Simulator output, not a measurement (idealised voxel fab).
Title: Process Module voxel wiring stack
It is cross-section cut that appears here, measuring 160 nm in width, its square cells being 5 nm in size.
Notation: cross-section as square-cell grid; stated in bands, top first, going down; one or more cell rows per band. Band entry format. Leading values: height of top, height of bottom, nm. Remainder: materials in left-to-right order, each with its width in nm. Special words: "everywhere" on a single material, which then fills the band edge to edge; "empty", empty space. All heights in this document are referenced to 0, defined as the level beneath which the wafer, as received, consists entirely of one material. The lowest band is not bounded below; it extends indefinitely downward and is written in the form "0 nm and below". Width: "30->40" (first number = top row, second number = bottom row, same change from row to row of cells). Take "stayed the same" at face value: in the step it is given for, the cross-section changed in none of its cells. Under "Enclosed internal voids" you'll find the enclosed gaps, the ones with no way out to the top, that are 8 cells or bigger; each reads width x height at distance, with distance counted from the left edge, everything in nm. Post-settings text on a step line: simulator's own remark regarding the step. "overlay nm" answers the question of how far to the right of plan the mask lay on a step that has a mask, and when it is negative the answer is to the left.
The planned process steps are enumerated hereunder
1. RECEIVE [material Si]
2. CONFORMAL_DEP [material SiO2] [thk nm 15]
3. CONFORMAL_DEP [material SiN] [thk nm 5]
4. DIRECTIONAL_DEP [material SiO2] [thk nm 15]
5. PATTERN [tone open] [mask id METAL_1] [material resist] [width nm 30] [pitch nm 45] [thk nm 15] [overlay nm 0]
6. DIRECTIONAL_ETCH [etch materials SiO2] [depth nm 15]
7. DIRECTIONAL_ETCH [etch materials SiN] [depth nm 5]
8. STRIP [etch materials resist]
9. CONFORMAL_DEP [material TiN] [thk nm 5]
10. FILL_DEP [material W] [thk nm 10]
11. CMP [height nm 35]
12. CONFORMAL_DEP [material SiCN] [thk nm 5]
13. DIRECTIONAL_DEP [material SiO2] [thk nm 20]
14. PATTERN [tone open] [mask id PLUG_1] [material resist] [width nm 15] [thk nm 15] [overlay nm 0]
15. DIRECTIONAL_ETCH [etch materials SiO2] [depth nm 20]
16. DIRECTIONAL_ETCH [etch materials SiCN] [depth nm 5]
17. STRIP [etch materials resist]
18. EPI [material Ru] [thk nm 10]
19. EPI [material Ru] [thk nm 10]
20. EPI [material Ru] [thk nm 5]
21. CONFORMAL_DEP [material SiCN] [thk nm 5]
22. DIRECTIONAL_DEP [material SiO2] [thk nm 15]
23. PATTERN [tone open] [mask id METAL_2] [material resist] [width nm 30] [pitch nm 45] [thk nm 20] [overlay nm 0]
24. DIRECTIONAL_ETCH [etch materials SiO2] [depth nm 15]
25. DIRECTIONAL_ETCH [etch materials SiCN] [depth nm 5]
26. STRIP [etch materials resist]
27. CONFORMAL_DEP [material TiN] [thk nm 5]
28. FILL_DEP [material Ru] [thk nm 5]
29. CMP [height nm 80]
30. CONFORMAL_DEP [material SiCN] [thk nm 5]
31. DIRECTIONAL_DEP [material lowk] [thk nm 5]
32. PATTERN [tone open] [mask id PLUG_2] [material resist] [width nm 15] [thk nm 15] [overlay nm 0]
33. DIRECTIONAL_ETCH [etch materials lowk] [depth nm 15]
34. DIRECTIONAL_ETCH [etch materials SiCN] [depth nm 5]
35. STRIP [etch materials resist]
36. CONFORMAL_DEP [material TiN] [thk nm 5]
37. FILL_DEP [material Ru] [thk nm 10]
38. CMP [height nm 100]
39. CONFORMAL_DEP [material SiN] [thk nm 5]
40. DIRECTIONAL_DEP [material lowk] [thk nm 25]
41. PATTERN [tone open] [mask id METAL_3] [material resist] [width nm 30] [pitch nm 45] [thk nm 15] [overlay nm 0]
42. DIRECTIONAL_ETCH [etch materials lowk] [depth nm 25]
43. DIRECTIONAL_ETCH [etch materials SiN] [depth nm 5]
44. STRIP [etch materials resist]
45. CONFORMAL_DEP [material TiN] [thk nm 5]
46. FILL_DEP [material W] [thk nm 10]
47. CMP [height nm 130]
48. CONFORMAL_DEP [material SiCN] [thk nm 5]
The wafers in this document start out alike and differ in the thk nm applied at step 31; the plan shows the value used for the first wafer.
The first of several wafers in cross-section, exactly as it reached us after step 1
- 0 nm and below  Si everywhere
- Enclosed internal voids: none
First wafer of several, cross-section, module end, after step 48 (last)
- 135 nm to 130 nm  SiCN everywhere
- 130 nm to 105 nm  40 lowk | 5 TiN | 20 W | 5 TiN | 15 lowk | 5 TiN | 20 W | 5 TiN | 45 lowk
- 105 nm to 100 nm  40 SiN | 30 TiN | 15 SiN | 30 TiN | 45 SiN
- 100 nm to 95 nm  Ru everywhere
- 95 nm to 90 nm  45 TiN | 5 Ru | 110 TiN
- 90 nm to 85 nm  40 lowk | 5 TiN | 5 Ru | 5 TiN | 105 lowk
- 85 nm to 80 nm  40 SiCN | 15 TiN | 105 SiCN
- 80 nm to 65 nm  40 SiO2 | 5 TiN | 20 Ru | 5 TiN | 15 SiO2 | 5 TiN | 20 Ru | 5 TiN | 45 SiO2
- 65 nm to 60 nm  40 SiCN | 30 TiN | 15 SiCN | 30 TiN | 45 SiCN
- 60 nm to 40 nm  40 SiO2 | 15 Ru | 105 SiO2
- 40 nm to 35 nm  40 SiCN | 15 Ru | 105 SiCN
- 35 nm to 20 nm  40 SiO2 | 5 TiN | 20 W | 5 TiN | 15 SiO2 | 5 TiN | 20 W | 5 TiN | 45 SiO2
- 20 nm to 15 nm  40 SiN | 30 TiN | 15 SiN | 30 TiN | 45 SiN
- 15 nm to 0 nm  SiO2 everywhere
- 0 nm and below  Si everywhere
- Enclosed internal voids: none
Showing the last wafer in cross-section at the end of the module
- 135 nm to 130 nm  SiCN everywhere
- 130 nm to 105 nm  40 lowk | 5 TiN | 20 W | 5 TiN | 15 lowk | 5 TiN | 20 W | 5 TiN | 45 lowk
- 105 nm to 100 nm  40 SiN | 30 TiN | 15 SiN | 30 TiN | 45 SiN
- 100 nm to 85 nm  lowk everywhere
- 85 nm to 80 nm  SiCN everywhere
- 80 nm to 65 nm  40 SiO2 | 5 TiN | 20 Ru | 5 TiN | 15 SiO2 | 5 TiN | 20 Ru | 5 TiN | 45 SiO2
- 65 nm to 60 nm  40 SiCN | 30 TiN | 15 SiCN | 30 TiN | 45 SiCN
- 60 nm to 40 nm  40 SiO2 | 15 Ru | 105 SiO2
- 40 nm to 35 nm  40 SiCN | 15 Ru | 105 SiCN
- 35 nm to 20 nm  40 SiO2 | 5 TiN | 20 W | 5 TiN | 15 SiO2 | 5 TiN | 20 W | 5 TiN | 45 SiO2
- 20 nm to 15 nm  40 SiN | 30 TiN | 15 SiN | 30 TiN | 45 SiN
- 15 nm to 0 nm  SiO2 everywhere
- 0 nm and below  Si everywhere
- Enclosed internal voids: none
Per-wafer rows below. For each material: cells gained (+) or lost (-) since the wafer was received, as of end of module. Then: closed voids
thk nm 5 | +73 Ru | +110 SiCN | +40 SiN | +332 SiO2 | +116 TiN | +64 W | +129 lowk | Enclosed internal voids: none
thk nm 10 | +42 Ru | +110 SiCN | +40 SiN | +332 SiO2 | +118 TiN | +64 W | +158 lowk | Enclosed internal voids: none
thk nm 15 | +42 Ru | +110 SiCN | +40 SiN | +332 SiO2 | +89 TiN | +64 W | +187 lowk | Enclosed internal voids: none
thk nm 20 | +40 Ru | +113 SiCN | +40 SiN | +332 SiO2 | +85 TiN | +64 W | +190 lowk | Enclosed internal voids: none
thk nm 25 | +39 Ru | +113 SiCN | +40 SiN | +332 SiO2 | +83 TiN | +64 W | +193 lowk | Enclosed internal voids: none
thk nm 30 | +39 Ru | +113 SiCN | +40 SiN | +332 SiO2 | +80 TiN | +64 W | +196 lowk | Enclosed internal voids: none
